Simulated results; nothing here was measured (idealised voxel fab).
The following process module bears the name voxel tone inversion.
cross-section cut | 165 nm wide | cells 5 nm
Heads up, the way a cross-section reads in here is a grid of square cells, handed over as bands from the top down, with every band being one or more rows of cells. The band entry comprises the height of the band's top followed by the height of its bottom, expressed in nm, and subsequently the band's materials from left to right, each stated together with its width in nm. Where a single material is marked with the word "everywhere", that material fills the band from edge to edge. The word "blank" represents empty space. The level at which height equals 0 is the one under which the wafer, as it arrives, is entirely one material. No lower edge exists for the bottom band, which continues downward and is notated as in "0 and below". Width: "30->40" (first number = top row, second number = bottom row, same change from row to row of cells). "no modification" means the step left every cell of the cross-section as it was. The entry titled "Sealed internal cavities" provides the empty spaces that have no open way to the top, restricted to those of 8 cells or more. Each is presented as width x height at distance, the distance being measured from the left edge, with all three in nm. after a step's settings: what the simulator itself notes on the step. You can add "overlay nm" to a step's line. For a step with a mask, it describes how far the mask lay to the right of its planned position, and a negative number describes a lay to the left.

**Process steps - plan**
step 1: RECEIVE (material Si)
step 2: CONFORMAL_DEP (material SiCN; thk nm 10)
step 3: DIRECTIONAL_DEP (material aC; thk nm 15)
step 4: PATTERN (tone cover; mask id POSTS; material resist; width nm 15; pitch nm 40; thk nm 25; overlay nm 0)
step 5: DIRECTIONAL_ETCH (etch materials aC; depth nm 15)
step 6: STRIP (etch materials resist)
step 7: FILL_DEP (material lowk; thk nm 10)
step 8: CMP (height nm 25)
step 9: STRIP (etch materials aC)

**Cross-section of the incoming wafer, state after step 1**
0 and below: Si everywhere
Sealed internal cavities: none

**The module was run from the start shown above using the plan shown above, but one mistake was made doing it; the resulting wafer cross-section is below**
25 down to 10: 45 lowk, 15 blank, 25 lowk, 15 blank, 65 lowk
10 down to 0: SiCN everywhere
0 and below: Si everywhere
Sealed internal cavities: none
what went wrong: in deviation from the planned setting, step 4 was conducted as PATTERN (tone cover; mask id POSTS; material resist; width nm 15; pitch nm 40; thk nm 25; overlay nm -10)
